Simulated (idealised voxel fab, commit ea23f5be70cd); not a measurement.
Process module, titled voxel capacitor over wiring
The figure presents cross-section cut, which has a width of 240 nm and is divided into square cells with an edge length of 5 nm.
A cross-section in this document is a grid of square cells, and it is written down as bands, the top band listed before the ones below it; a band is made up of one or more rows of cells.
This entry defines a band. It first specifies the height of the band's top and the height of its bottom in nm, and then specifies the band's materials from left to right, stating each material with its width in nm. The word "edge to edge" identifies a single material that fills the band from edge to edge, while the word "empty" identifies empty space.
The level at which height equals 0 is the one under which the wafer, as it arrives, is entirely one material. No lower edge exists for the bottom band, which continues downward and is notated as in "0..down".
Think of "30 to 40" as a width that walks from the first number to the second as you go down the band, top row to bottom row, taking equal-sized steps from row to row.
What does "remains unaltered" mean for a step? It means no cell of the cross-section changed in that step.
Any empty space of 8 cells or more lacking an open way to the top shows up in "Closed cavity list" as width x height at distance, distance from the left edge, in nm.
Anything after a step's settings on that line? It's the simulator's own note about the step.
Among the settings permitted on a step's line is "overlay nm"; applied to a step with a mask, it specifies the extent to which the mask lay to the right of its planned position, whereas a negative figure signifies a position to the left.
From here on the document is pairs. In a pair, the cross-section before one process step comes with the cross-section after it, and the latter goes no deeper than the lowest band that changed. What lies in between, the step and its settings, is written under the pair. A pair may be from a different run of this module on the same starting wafer than the pair above it, so it continues from that pair only where its entry headed "Pre-step condition" says so.
Pre-step condition
> 0..down = Si edge to edge
> Closed cavity list: none
Post-Step Snapshot
> 10..0 = SiO2 edge to edge
> Everything below 0 is unchanged.
> Closed cavity list: none
Can you say which step sits between the two cross-sections above? CONFORMAL_DEP | material SiO2 | thk nm 10
Pre-step condition: we pick up right where the pair above leaves off, with its after cross-section.
Post-Step Snapshot
> 15..10 = SiN edge to edge
> Everything below 10 is unchanged.
> Closed cavity list: none
Can you say which step sits between the two cross-sections above? CONFORMAL_DEP | material SiN | thk nm 5
Pre-step condition: we pick up right where the pair above leaves off, with its after cross-section.
Post-Step Snapshot
> 40..15 = lowk edge to edge
> Everything below 15 is unchanged.
> Closed cavity list: none
Can you say which step sits between the two cross-sections above? DIRECTIONAL_DEP | material lowk | thk nm 25
Pre-step condition: we pick up right where the pair above leaves off, with its after cross-section.
Post-Step Snapshot
> 40..15 = 70 lowk, then 20 empty, then 60 lowk, then 20 empty, then 70 lowk
> Everything below 15 is unchanged.
> Closed cavity list: none
Can you say which step sits between the two cross-sections above? MASKED_ETCH | tone open | mask id METAL_1 | width nm 20 | pitch nm 80 | etch materials lowk | depth nm 25 | overlay nm 0
Pre-step condition: we pick up right where the pair above leaves off, with its after cross-section.
Post-Step Snapshot
> 40..15 = 70 lowk, then 20 empty, then 60 lowk, then 20 empty, then 70 lowk
> 15..10 = 70 SiN, then 20 empty, then 60 SiN, then 20 empty, then 70 SiN
> Everything below 10 is unchanged.
> Closed cavity list: none
Can you say which step sits between the two cross-sections above? MASKED_ETCH | tone open | mask id METAL_1 | width nm 20 | pitch nm 80 | etch materials SiN | depth nm 5 | overlay nm 0
Pre-step condition: we pick up right where the pair above leaves off, with its after cross-section.
Post-Step Snapshot
> 45..40 = 75 TiN, then 10 empty, then 70 TiN, then 10 empty, then 75 TiN
> 40..15 = 70 lowk, then 5 TiN, then 10 empty, then 5 TiN, then 60 lowk, then 5 TiN, then 10 empty, then 5 TiN, then 70 lowk
> 15..10 = 70 SiN, then 20 TiN, then 60 SiN, then 20 TiN, then 70 SiN
> Everything below 10 is unchanged.
> Closed cavity list: none
Can you say which step sits between the two cross-sections above? CONFORMAL_DEP | material TiN | thk nm 5
Pre-step condition: we pick up right where the pair above leaves off, with its after cross-section.
Post-Step Snapshot
> 50..45 = Cu edge to edge
> 45..40 = 75 TiN, then 10 Cu, then 70 TiN, then 10 Cu, then 75 TiN
> 40..15 = 70 lowk, then 5 TiN, then 10 Cu, then 5 TiN, then 60 lowk, then 5 TiN, then 10 Cu, then 5 TiN, then 70 lowk
> Everything below 15 is unchanged.
> Closed cavity list: none
Can you say which step sits between the two cross-sections above? FILL_DEP | material Cu | thk nm 5
Pre-step condition: we pick up right where the pair above leaves off, with its after cross-section.
Post-Step Snapshot
> 40..15 = 70 lowk, then 5 TiN, then 10 Cu, then 5 TiN, then 60 lowk, then 5 TiN, then 10 Cu, then 5 TiN, then 70 lowk
> Everything below 15 is unchanged.
> Closed cavity list: none
Can you say which step sits between the two cross-sections above? CMP | height nm 40
Pre-step condition: we pick up right where the pair above leaves off, with its after cross-section.
Post-Step Snapshot
> 45..40 = 65 empty, then 30 Ru, then 50 empty, then 30 Ru, then 65 empty
> Everything below 40 is unchanged.
> Closed cavity list: none
Can you say which step sits between the two cross-sections above? EPI | material Ru | thk nm 5
Pre-step condition: we pick up right where the pair above leaves off, with its after cross-section.
Post-Step Snapshot
> 50..45 = SiCN edge to edge
> 45..40 = 65 SiCN, then 30 Ru, then 50 SiCN, then 30 Ru, then 65 SiCN
> Everything below 40 is unchanged.
> Closed cavity list: none
Can you say which step sits between the two cross-sections above? FILL_DEP | material SiCN | thk nm 5
Pre-step condition: we pick up right where the pair above leaves off, with its after cross-section.
Post-Step Snapshot
> 60..50 = SiO2 edge to edge
> Everything below 50 is unchanged.
> Closed cavity list: none
Can you say which step sits between the two cross-sections above? DIRECTIONAL_DEP | material SiO2 | thk nm 10
Pre-step condition: we pick up right where the pair above leaves off, with its after cross-section.
Post-Step Snapshot
> 75..60 = 75 resist, then 15 empty, then 150 resist
> Everything below 60 is unchanged.
> Closed cavity list: none
Can you say which step sits between the two cross-sections above? PATTERN | tone open | mask id PLUG_1 | material resist | width nm 15 | thk nm 15 | overlay nm 0
Pre-step condition: we pick up right where the pair above leaves off, with its after cross-section.
Post-Step Snapshot
> 75..60 = 75 resist, then 15 empty, then 150 resist
> 60..50 = 75 SiO2, then 15 empty, then 150 SiO2
> Everything below 50 is unchanged.
> Closed cavity list: none
Can you say which step sits between the two cross-sections above? DIRECTIONAL_ETCH | etch materials SiO2 | depth nm 10
Pre-step condition: we pick up right where the pair above leaves off, with its after cross-section.
Post-Step Snapshot
> 75..60 = 75 resist, then 15 empty, then 150 resist
> 60..50 = 75 SiO2, then 15 empty, then 150 SiO2
> 50..45 = 75 SiCN, then 15 empty, then 150 SiCN
> Everything below 45 is unchanged.
> Closed cavity list: none
Can you say which step sits between the two cross-sections above? DIRECTIONAL_ETCH | etch materials SiCN | depth nm 5
Pre-step condition: we pick up right where the pair above leaves off, with its after cross-section.
Post-Step Snapshot
> 60..50 = 75 SiO2, then 15 empty, then 150 SiO2
> Everything below 50 is unchanged.
> Closed cavity list: none
Can you say which step sits between the two cross-sections above? STRIP | etch materials resist
Pre-step condition: we pick up right where the pair above leaves off, with its after cross-section.
Post-Step Snapshot
> 65..60 = 80 TiN, then 5 empty, then 155 TiN
> 60..50 = 75 SiO2, then 5 TiN, then 5 empty, then 5 TiN, then 150 SiO2
> 50..45 = 75 SiCN, then 15 TiN, then 150 SiCN
> Everything below 45 is unchanged.
> Closed cavity list: none
Can you say which step sits between the two cross-sections above? CONFORMAL_DEP | material TiN | thk nm 5
Pre-step condition: we pick up right where the pair above leaves off, with its after cross-section.
Post-Step Snapshot
> 70..65 = Ru edge to edge
> 65..60 = 80 TiN, then 5 Ru, then 155 TiN
> 60..50 = 75 SiO2, then 5 TiN, then 5 Ru, then 5 TiN, then 150 SiO2
> Everything below 50 is unchanged.
> Closed cavity list: none
Can you say which step sits between the two cross-sections above? FILL_DEP | material Ru | thk nm 5
Pre-step condition: we pick up right where the pair above leaves off, with its after cross-section.
Post-Step Snapshot
> 60..50 = 75 SiO2, then 5 TiN, then 5 Ru, then 5 TiN, then 150 SiO2
> Everything below 50 is unchanged.
> Closed cavity list: none
Can you say which step sits between the two cross-sections above? CMP | height nm 60
Pre-step condition: we pick up right where the pair above leaves off, with its after cross-section.
Post-Step Snapshot
> 65..60 = TiN edge to edge
> Everything below 60 is unchanged.
> Closed cavity list: none
Can you say which step sits between the two cross-sections above? DIRECTIONAL_DEP | material TiN | thk nm 5
Pre-step condition: we pick up right where the pair above leaves off, with its after cross-section.
Post-Step Snapshot
> 70..65 = HfO2 edge to edge
> Everything below 65 is unchanged.
> Closed cavity list: none
Can you say which step sits between the two cross-sections above? DIRECTIONAL_DEP | material HfO2 | thk nm 5
Pre-step condition: we pick up right where the pair above leaves off, with its after cross-section.
Post-Step Snapshot
> 80..70 = TiN edge to edge
> Everything below 70 is unchanged.
> Closed cavity list: none
Can you say which step sits between the two cross-sections above? DIRECTIONAL_DEP | material TiN | thk nm 10
Pre-step condition: we pick up right where the pair above leaves off, with its after cross-section.
Post-Step Snapshot
> 80..70 = 75 empty, then 65 TiN, then 100 empty
> Everything below 70 is unchanged.
> Closed cavity list: none
Can you say which step sits between the two cross-sections above? MASKED_ETCH | tone cover | mask id UPPER_PLATE | width nm 65 | etch materials TiN | depth nm 10 | overlay nm 0
Pre-step condition: we pick up right where the pair above leaves off, with its after cross-section.
Post-Step Snapshot
> 80..70 = 75 empty, then 65 TiN, then 100 empty
> 70..65 = 75 empty, then 65 HfO2, then 100 empty
> Everything below 65 is unchanged.
> Closed cavity list: none
Can you say which step sits between the two cross-sections above? MASKED_ETCH | tone cover | mask id UPPER_PLATE | width nm 65 | etch materials HfO2 | depth nm 5 | overlay nm 0
Pre-step condition: we pick up right where the pair above leaves off, with its after cross-section.
Post-Step Snapshot
> 80..70 = 75 empty, then 65 TiN, then 100 empty
> 70..65 = 75 empty, then 65 HfO2, then 100 empty
> 65..60 = 70 empty, then 75 TiN, then 95 empty
> Everything below 60 is unchanged.
> Closed cavity list: none
Can you say which step sits between the two cross-sections above? MASKED_ETCH | tone cover | mask id LOWER_PLATE | width nm 75 | etch materials TiN | depth nm 5 | overlay nm 0
Pre-step condition: we pick up right where the pair above leaves off, with its after cross-section.
Post-Step Snapshot
> 100..80 = SiO2 edge to edge
> 80..70 = 75 SiO2, then 65 TiN, then 100 SiO2
> 70..65 = 75 SiO2, then 65 HfO2, then 100 SiO2
> 65..60 = 70 SiO2, then 75 TiN, then 95 SiO2
> Everything below 60 is unchanged.
> Closed cavity list: none
Can you say which step sits between the two cross-sections above? FILL_DEP | material SiO2 | thk nm 20
Pre-step condition: we pick up right where the pair above leaves off, with its after cross-section.
Post-Step Snapshot
> 95..80 = SiO2 edge to edge
> Everything below 80 is unchanged.
> Closed cavity list: none
Can you say which step sits between the two cross-sections above? CMP | height nm 95
Pre-step condition: we pick up right where the pair above leaves off, with its after cross-section.
Post-Step Snapshot
> 115..95 = 85 resist, then 15 empty, then 140 resist
> Everything below 95 is unchanged.
> Closed cavity list: none
Can you say which step sits between the two cross-sections above? PATTERN | tone open | mask id PLUG_2 | material resist | width nm 15 | thk nm 20 | overlay nm 0
Pre-step condition: we pick up right where the pair above leaves off, with its after cross-section.
Post-Step Snapshot
> 115..95 = 85 resist, then 15 empty, then 140 resist
> 95..80 = 85 SiO2, then 15 empty, then 140 SiO2
> Everything below 80 is unchanged.
> Closed cavity list: none
Can you say which step sits between the two cross-sections above? DIRECTIONAL_ETCH | etch materials SiO2 | depth nm 15
Pre-step condition: we pick up right where the pair above leaves off, with its after cross-section.
Post-Step Snapshot
> 95..80 = 85 SiO2, then 15 empty, then 140 SiO2
> Everything below 80 is unchanged.
> Closed cavity list: none
Can you say which step sits between the two cross-sections above? STRIP | etch materials resist
Pre-step condition: we pick up right where the pair above leaves off, with its after cross-section.
Post-Step Snapshot
> 100..95 = 90 TiN, then 5 empty, then 145 TiN
> 95..85 = 85 SiO2, then 5 TiN, then 5 empty, then 5 TiN, then 140 SiO2
> 85..80 = 85 SiO2, then 15 TiN, then 140 SiO2
> Everything below 80 is unchanged.
> Closed cavity list: none
Can you say which step sits between the two cross-sections above? CONFORMAL_DEP | material TiN | thk nm 5
Pre-step condition: we pick up right where the pair above leaves off, with its after cross-section.
Post-Step Snapshot
> 105..100 = Cu edge to edge
> 100..95 = 90 TiN, then 5 Cu, then 145 TiN
> 95..85 = 85 SiO2, then 5 TiN, then 5 Cu, then 5 TiN, then 140 SiO2
> Everything below 85 is unchanged.
> Closed cavity list: none
Can you say which step sits between the two cross-sections above? FILL_DEP | material Cu | thk nm 5
Pre-step condition: we pick up right where the pair above leaves off, with its after cross-section.
Post-Step Snapshot
> 95..85 = 85 SiO2, then 5 TiN, then 5 Cu, then 5 TiN, then 140 SiO2
> Everything below 85 is unchanged.
> Closed cavity list: none
Can you say which step sits between the two cross-sections above? CMP | height nm 95
Pre-step condition: we pick up right where the pair above leaves off, with its after cross-section.
Post-Step Snapshot
> 100..95 = SiCN edge to edge
> Everything below 95 is unchanged.
> Closed cavity list: none
Can you say which step sits between the two cross-sections above? CONFORMAL_DEP | material SiCN | thk nm 5
Pre-step condition
> 0..down = Si edge to edge
> Closed cavity list: none
Post-Step Snapshot
> 5..0 = SiN edge to edge
> Everything below 0 is unchanged.
> Closed cavity list: none
Can you say which step sits between the two cross-sections above? CONFORMAL_DEP | material SiN | thk nm 5
Pre-step condition: we pick up right where the pair above leaves off, with its after cross-section.
Post-Step Snapshot
> 30..5 = lowk edge to edge
> Everything below 5 is unchanged.
> Closed cavity list: none
Can you say which step sits between the two cross-sections above? DIRECTIONAL_DEP | material lowk | thk nm 25
Pre-step condition: we pick up right where the pair above leaves off, with its after cross-section.
Post-Step Snapshot
> 30..5 = 70 lowk, then 20 empty, then 60 lowk, then 20 empty, then 70 lowk
> Everything below 5 is unchanged.
> Closed cavity list: none
Can you say which step sits between the two cross-sections above? MASKED_ETCH | tone open | mask id METAL_1 | width nm 20 | pitch nm 80 | etch materials lowk | depth nm 25 | overlay nm 0
Pre-step condition: we pick up right where the pair above leaves off, with its after cross-section.
Post-Step Snapshot
> 30..5 = 70 lowk, then 20 empty, then 60 lowk, then 20 empty, then 70 lowk
> 5..0 = 70 SiN, then 20 empty, then 60 SiN, then 20 empty, then 70 SiN
> Everything below 0 is unchanged.
> Closed cavity list: none
Can you say which step sits between the two cross-sections above? MASKED_ETCH | tone open | mask id METAL_1 | width nm 20 | pitch nm 80 | etch materials SiN | depth nm 5 | overlay nm 0
Pre-step condition: we pick up right where the pair above leaves off, with its after cross-section.
Post-Step Snapshot
> 35..30 = 75 TiN, then 10 empty, then 70 TiN, then 10 empty, then 75 TiN
> 30..5 = 70 lowk, then 5 TiN, then 10 empty, then 5 TiN, then 60 lowk, then 5 TiN, then 10 empty, then 5 TiN, then 70 lowk
> 5..0 = 70 SiN, then 20 TiN, then 60 SiN, then 20 TiN, then 70 SiN
> Everything below 0 is unchanged.
> Closed cavity list: none
Can you say which step sits between the two cross-sections above? CONFORMAL_DEP | material TiN | thk nm 5
Pre-step condition: we pick up right where the pair above leaves off, with its after cross-section.
Post-Step Snapshot
> 40..35 = Cu edge to edge
> 35..30 = 75 TiN, then 10 Cu, then 70 TiN, then 10 Cu, then 75 TiN
> 30..5 = 70 lowk, then 5 TiN, then 10 Cu, then 5 TiN, then 60 lowk, then 5 TiN, then 10 Cu, then 5 TiN, then 70 lowk
> Everything below 5 is unchanged.
> Closed cavity list: none
Can you say which step sits between the two cross-sections above? FILL_DEP | material Cu | thk nm 5
Pre-step condition: we pick up right where the pair above leaves off, with its after cross-section.
Post-Step Snapshot
> 45..40 = Ru edge to edge
> Everything below 40 is unchanged.
> Closed cavity list: none
Can you say which step sits between the two cross-sections above? EPI | material Ru | thk nm 5
Pre-step condition: we pick up right where the pair above leaves off, with its after cross-section.
Post-Step Snapshot
> 50..45 = SiCN edge to edge
> Everything below 45 is unchanged.
> Closed cavity list: none
Can you say which step sits between the two cross-sections above? FILL_DEP | material SiCN | thk nm 5
Pre-step condition: we pick up right where the pair above leaves off, with its after cross-section.
Post-Step Snapshot
> 60..50 = SiO2 edge to edge
> Everything below 50 is unchanged.
> Closed cavity list: none
Can you say which step sits between the two cross-sections above? DIRECTIONAL_DEP | material SiO2 | thk nm 10
Pre-step condition: we pick up right where the pair above leaves off, with its after cross-section.
Post-Step Snapshot
> 75..60 = 75 resist, then 15 empty, then 150 resist
> Everything below 60 is unchanged.
> Closed cavity list: none
Can you say which step sits between the two cross-sections above? PATTERN | tone open | mask id PLUG_1 | material resist | width nm 15 | thk nm 15 | overlay nm 0
Pre-step condition: we pick up right where the pair above leaves off, with its after cross-section.
Post-Step Snapshot
> 75..60 = 75 resist, then 15 empty, then 150 resist
> 60..50 = 75 SiO2, then 15 empty, then 150 SiO2
> Everything below 50 is unchanged.
> Closed cavity list: none
Can you say which step sits between the two cross-sections above? DIRECTIONAL_ETCH | etch materials SiO2 | depth nm 10
Pre-step condition: we pick up right where the pair above leaves off, with its after cross-section.
Post-Step Snapshot
> 75..60 = 75 resist, then 15 empty, then 150 resist
> 60..50 = 75 SiO2, then 15 empty, then 150 SiO2
> 50..45 = 75 SiCN, then 15 empty, then 150 SiCN
> Everything below 45 is unchanged.
> Closed cavity list: none
Can you say which step sits between the two cross-sections above? DIRECTIONAL_ETCH | etch materials SiCN | depth nm 5
Pre-step condition: we pick up right where the pair above leaves off, with its after cross-section.
Post-Step Snapshot
> 60..50 = 75 SiO2, then 15 empty, then 150 SiO2
> Everything below 50 is unchanged.
> Closed cavity list: none
Can you say which step sits between the two cross-sections above? STRIP | etch materials resist
Pre-step condition: we pick up right where the pair above leaves off, with its after cross-section.
Post-Step Snapshot
> 65..60 = 80 TiN, then 5 empty, then 155 TiN
> 60..50 = 75 SiO2, then 5 TiN, then 5 empty, then 5 TiN, then 150 SiO2
> 50..45 = 75 SiCN, then 15 TiN, then 150 SiCN
> Everything below 45 is unchanged.
> Closed cavity list: none
Can you say which step sits between the two cross-sections above? CONFORMAL_DEP | material TiN | thk nm 5
Pre-step condition: we pick up right where the pair above leaves off, with its after cross-section.
Post-Step Snapshot
> 70..65 = Ru edge to edge
> 65..60 = 80 TiN, then 5 Ru, then 155 TiN
> 60..50 = 75 SiO2, then 5 TiN, then 5 Ru, then 5 TiN, then 150 SiO2
> Everything below 50 is unchanged.
> Closed cavity list: none
Can you say which step sits between the two cross-sections above? FILL_DEP | material Ru | thk nm 5
Pre-step condition: we pick up right where the pair above leaves off, with its after cross-section.
Post-Step Snapshot
> 60..50 = 75 SiO2, then 5 TiN, then 5 Ru, then 5 TiN, then 150 SiO2
> Everything below 50 is unchanged.
> Closed cavity list: none
Can you say which step sits between the two cross-sections above? CMP | height nm 60
Pre-step condition: we pick up right where the pair above leaves off, with its after cross-section.
Post-Step Snapshot
> 65..60 = TiN edge to edge
> Everything below 60 is unchanged.
> Closed cavity list: none
Can you say which step sits between the two cross-sections above? DIRECTIONAL_DEP | material TiN | thk nm 5
Pre-step condition: we pick up right where the pair above leaves off, with its after cross-section.
Post-Step Snapshot
> 70..65 = HfO2 edge to edge
> Everything below 65 is unchanged.
> Closed cavity list: none
Can you say which step sits between the two cross-sections above? DIRECTIONAL_DEP | material HfO2 | thk nm 5
Pre-step condition: we pick up right where the pair above leaves off, with its after cross-section.
Post-Step Snapshot
> 80..70 = TiN edge to edge
> Everything below 70 is unchanged.
> Closed cavity list: none
Can you say which step sits between the two cross-sections above? DIRECTIONAL_DEP | material TiN | thk nm 10
Pre-step condition: we pick up right where the pair above leaves off, with its after cross-section.
Post-Step Snapshot
> 80..70 = 75 empty, then 65 TiN, then 100 empty
> Everything below 70 is unchanged.
> Closed cavity list: none
Can you say which step sits between the two cross-sections above? MASKED_ETCH | tone cover | mask id UPPER_PLATE | width nm 65 | etch materials TiN | depth nm 10 | overlay nm 0
Pre-step condition: we pick up right where the pair above leaves off, with its after cross-section.
Post-Step Snapshot
> 80..70 = 75 empty, then 65 TiN, then 100 empty
> 70..65 = 75 empty, then 65 HfO2, then 100 empty
> Everything below 65 is unchanged.
> Closed cavity list: none
Can you say which step sits between the two cross-sections above? MASKED_ETCH | tone cover | mask id UPPER_PLATE | width nm 65 | etch materials HfO2 | depth nm 5 | overlay nm 0
Pre-step condition: we pick up right where the pair above leaves off, with its after cross-section.
Post-Step Snapshot
> 80..70 = 75 empty, then 65 TiN, then 100 empty
> 70..65 = 75 empty, then 65 HfO2, then 100 empty
> 65..60 = 70 empty, then 75 TiN, then 95 empty
> Everything below 60 is unchanged.
> Closed cavity list: none
Can you say which step sits between the two cross-sections above? MASKED_ETCH | tone cover | mask id LOWER_PLATE | width nm 75 | etch materials TiN | depth nm 5 | overlay nm 0
Pre-step condition: we pick up right where the pair above leaves off, with its after cross-section.
Post-Step Snapshot
> 100..80 = SiO2 edge to edge
> 80..70 = 75 SiO2, then 65 TiN, then 100 SiO2
> 70..65 = 75 SiO2, then 65 HfO2, then 100 SiO2
> 65..60 = 70 SiO2, then 75 TiN, then 95 SiO2
> Everything below 60 is unchanged.
> Closed cavity list: none
Can you say which step sits between the two cross-sections above? FILL_DEP | material SiO2 | thk nm 20
Pre-step condition: we pick up right where the pair above leaves off, with its after cross-section.
Post-Step Snapshot
> 95..80 = SiO2 edge to edge
> Everything below 80 is unchanged.
> Closed cavity list: none
Can you say which step sits between the two cross-sections above? CMP | height nm 95
Pre-step condition: we pick up right where the pair above leaves off, with its after cross-section.
Post-Step Snapshot
> 115..95 = 85 resist, then 15 empty, then 140 resist
> Everything below 95 is unchanged.
> Closed cavity list: none
Can you say which step sits between the two cross-sections above? PATTERN | tone open | mask id PLUG_2 | material resist | width nm 15 | thk nm 20 | overlay nm 0
Pre-step condition: we pick up right where the pair above leaves off, with its after cross-section.
Post-Step Snapshot
> 115..95 = 85 resist, then 15 empty, then 140 resist
> 95..80 = 85 SiO2, then 15 empty, then 140 SiO2
> Everything below 80 is unchanged.
> Closed cavity list: none
Can you say which step sits between the two cross-sections above? DIRECTIONAL_ETCH | etch materials SiO2 | depth nm 15
Pre-step condition: we pick up right where the pair above leaves off, with its after cross-section.
Post-Step Snapshot
> 95..80 = 85 SiO2, then 15 empty, then 140 SiO2
> Everything below 80 is unchanged.
> Closed cavity list: none
Can you say which step sits between the two cross-sections above? STRIP | etch materials resist
Pre-step condition: we pick up right where the pair above leaves off, with its after cross-section.
Post-Step Snapshot
> 100..95 = 90 TiN, then 5 empty, then 145 TiN
> 95..85 = 85 SiO2, then 5 TiN, then 5 empty, then 5 TiN, then 140 SiO2
> 85..80 = 85 SiO2, then 15 TiN, then 140 SiO2
> Everything below 80 is unchanged.
> Closed cavity list: none
Can you say which step sits between the two cross-sections above? CONFORMAL_DEP | material TiN | thk nm 5
Pre-step condition: we pick up right where the pair above leaves off, with its after cross-section.
Post-Step Snapshot
> 105..100 = Cu edge to edge
> 100..95 = 90 TiN, then 5 Cu, then 145 TiN
> 95..85 = 85 SiO2, then 5 TiN, then 5 Cu, then 5 TiN, then 140 SiO2
> Everything below 85 is unchanged.
> Closed cavity list: none
Can you say which step sits between the two cross-sections above? FILL_DEP | material Cu | thk nm 5
Pre-step condition: we pick up right where the pair above leaves off, with its after cross-section.
Post-Step Snapshot
> 95..85 = 85 SiO2, then 5 TiN, then 5 Cu, then 5 TiN, then 140 SiO2
> Everything below 85 is unchanged.
> Closed cavity list: none
Can you say which step sits between the two cross-sections above? CMP | height nm 95
Pre-step condition: we pick up right where the pair above leaves off, with its after cross-section.
Post-Step Snapshot
> 100..95 = SiCN edge to edge
> Everything below 95 is unchanged.
> Closed cavity list: none
Can you say which step sits between the two cross-sections above? CONFORMAL_DEP | material SiCN | thk nm 5
Pre-step condition
> 105..100 = Cu edge to edge
> 100..95 = 90 TiN, then 5 Cu, then 145 TiN
> 95..85 = 85 SiO2, then 5 TiN, then 5 Cu, then 5 TiN, then 140 SiO2
> 85..80 = 85 SiO2, then 15 TiN, then 140 SiO2
> 80..70 = 75 SiO2, then 65 TiN, then 100 SiO2
> 70..65 = 75 SiO2, then 65 HfO2, then 100 SiO2
> 65..60 = 70 SiO2, then 75 TiN, then 95 SiO2
> 60..50 = 75 SiO2, then 5 TiN, then 5 Ru, then 5 TiN, then 150 SiO2
> 50..45 = 75 SiCN, then 15 TiN, then 150 SiCN
> 45..40 = 65 SiCN, then 30 Ru, then 50 SiCN, then 30 Ru, then 65 SiCN
> 40..15 = 70 lowk, then 5 TiN, then 10 Cu, then 5 TiN, then 60 lowk, then 5 TiN, then 10 Cu, then 5 TiN, then 70 lowk
> 15..10 = 70 SiN, then 20 TiN, then 60 SiN, then 20 TiN, then 70 SiN
> 10..0 = SiO2 edge to edge
> 0..down = Si edge to edge
> Closed cavity list: none
Post-Step Snapshot
> 110..100 = Cu edge to edge
> Everything below 100 is unchanged.
> Closed cavity list: none
Can you say which step sits between the two cross-sections above? FILL_DEP | material Cu | thk nm 5
Pre-step condition: we pick up right where the pair above leaves off, with its after cross-section.
Post-Step Snapshot
> 95..85 = 85 SiO2, then 5 TiN, then 5 Cu, then 5 TiN, then 140 SiO2
> Everything below 85 is unchanged.
> Closed cavity list: none
Can you say which step sits between the two cross-sections above? CMP | height nm 95
Pre-step condition
> 60..50 = 75 SiO2, then 5 TiN, then 5 Ru, then 5 TiN, then 150 SiO2
> 50..45 = 75 SiCN, then 15 TiN, then 150 SiCN
> 45..40 = 65 SiCN, then 30 Ru, then 50 SiCN, then 30 Ru, then 65 SiCN
> 40..15 = 70 lowk, then 5 TiN, then 10 Cu, then 5 TiN, then 60 lowk, then 5 TiN, then 10 Cu, then 5 TiN, then 70 lowk
> 15..10 = 70 SiN, then 20 TiN, then 60 SiN, then 20 TiN, then 70 SiN
> 10..0 = SiO2 edge to edge
> 0..down = Si edge to edge
> Closed cavity list: none
Post-Step Snapshot
> 65..60 = HfO2 edge to edge
> Everything below 60 is unchanged.
> Closed cavity list: none
Can you say which step sits between the two cross-sections above? DIRECTIONAL_DEP | material HfO2 | thk nm 5
Pre-step condition: we pick up right where the pair above leaves off, with its after cross-section.
Post-Step Snapshot
> 70..65 = TiN edge to edge
> Everything below 65 is unchanged.
> Closed cavity list: none
Can you say which step sits between the two cross-sections above? DIRECTIONAL_DEP | material TiN | thk nm 5
Pre-step condition: we pick up right where the pair above leaves off, with its after cross-section.
Post-Step Snapshot
> 80..65 = TiN edge to edge
> Everything below 65 is unchanged.
> Closed cavity list: none
Can you say which step sits between the two cross-sections above? DIRECTIONAL_DEP | material TiN | thk nm 10
Pre-step condition: we pick up right where the pair above leaves off, with its after cross-section.
Post-Step Snapshot
> 80..70 = 75 empty, then 65 TiN, then 100 empty
> Everything below 70 is unchanged.
> Closed cavity list: none
Can you say which step sits between the two cross-sections above? MASKED_ETCH | tone cover | mask id UPPER_PLATE | width nm 65 | etch materials TiN | depth nm 10 | overlay nm 0
Pre-step condition: we pick up right where the pair above leaves off, with its after cross-section.
Post-Step Snapshot
> 80..70 = 75 empty, then 65 TiN, then 100 empty
> 70..65 = 70 empty, then 75 TiN, then 95 empty
> Everything below 65 is unchanged.
> Closed cavity list: none
Can you say which step sits between the two cross-sections above? MASKED_ETCH | tone cover | mask id LOWER_PLATE | width nm 75 | etch materials TiN | depth nm 5 | overlay nm 0
Pre-step condition: we pick up right where the pair above leaves off, with its after cross-section.
Post-Step Snapshot
> 100..80 = SiO2 edge to edge
> 80..70 = 75 SiO2, then 65 TiN, then 100 SiO2
> 70..65 = 70 SiO2, then 75 TiN, then 95 SiO2
> Everything below 65 is unchanged.
> Closed cavity list: none
Can you say which step sits between the two cross-sections above? FILL_DEP | material SiO2 | thk nm 20
Pre-step condition: we pick up right where the pair above leaves off, with its after cross-section.
Post-Step Snapshot
> 95..80 = SiO2 edge to edge
> Everything below 80 is unchanged.
> Closed cavity list: none
Can you say which step sits between the two cross-sections above? CMP | height nm 95
Pre-step condition: we pick up right where the pair above leaves off, with its after cross-section.
Post-Step Snapshot
> 115..95 = 85 resist, then 15 empty, then 140 resist
> Everything below 95 is unchanged.
> Closed cavity list: none
Can you say which step sits between the two cross-sections above? PATTERN | tone open | mask id PLUG_2 | material resist | width nm 15 | thk nm 20 | overlay nm 0
Pre-step condition: we pick up right where the pair above leaves off, with its after cross-section.
Post-Step Snapshot
> 115..95 = 85 resist, then 15 empty, then 140 resist
> 95..80 = 85 SiO2, then 15 empty, then 140 SiO2
> Everything below 80 is unchanged.
> Closed cavity list: none
Can you say which step sits between the two cross-sections above? DIRECTIONAL_ETCH | etch materials SiO2 | depth nm 15
Pre-step condition: we pick up right where the pair above leaves off, with its after cross-section.
Post-Step Snapshot
> 95..80 = 85 SiO2, then 15 empty, then 140 SiO2
> Everything below 80 is unchanged.
> Closed cavity list: none
Can you say which step sits between the two cross-sections above? STRIP | etch materials resist
Pre-step condition: we pick up right where the pair above leaves off, with its after cross-section.
Post-Step Snapshot
> 100..95 = 90 TiN, then 5 empty, then 145 TiN
> 95..85 = 85 SiO2, then 5 TiN, then 5 empty, then 5 TiN, then 140 SiO2
> 85..80 = 85 SiO2, then 15 TiN, then 140 SiO2
> Everything below 80 is unchanged.
> Closed cavity list: none
Can you say which step sits between the two cross-sections above? CONFORMAL_DEP | material TiN | thk nm 5
Pre-step condition: we pick up right where the pair above leaves off, with its after cross-section.
Post-Step Snapshot
> 105..100 = Cu edge to edge
> 100..95 = 90 TiN, then 5 Cu, then 145 TiN
> 95..85 = 85 SiO2, then 5 TiN, then 5 Cu, then 5 TiN, then 140 SiO2
> Everything below 85 is unchanged.
> Closed cavity list: none
Can you say which step sits between the two cross-sections above? FILL_DEP | material Cu | thk nm 5
Pre-step condition: we pick up right where the pair above leaves off, with its after cross-section.
Post-Step Snapshot
> 95..85 = 85 SiO2, then 5 TiN, then 5 Cu, then 5 TiN, then 140 SiO2
> Everything below 85 is unchanged.
> Closed cavity list: none
Can you say which step sits between the two cross-sections above? CMP | height nm 95
Pre-step condition: we pick up right where the pair above leaves off, with its after cross-section.
Post-Step Snapshot
> 100..95 = SiCN edge to edge
> Everything below 95 is unchanged.
> Closed cavity list: none
Can you say which step sits between the two cross-sections above? CONFORMAL_DEP | material SiCN | thk nm 5
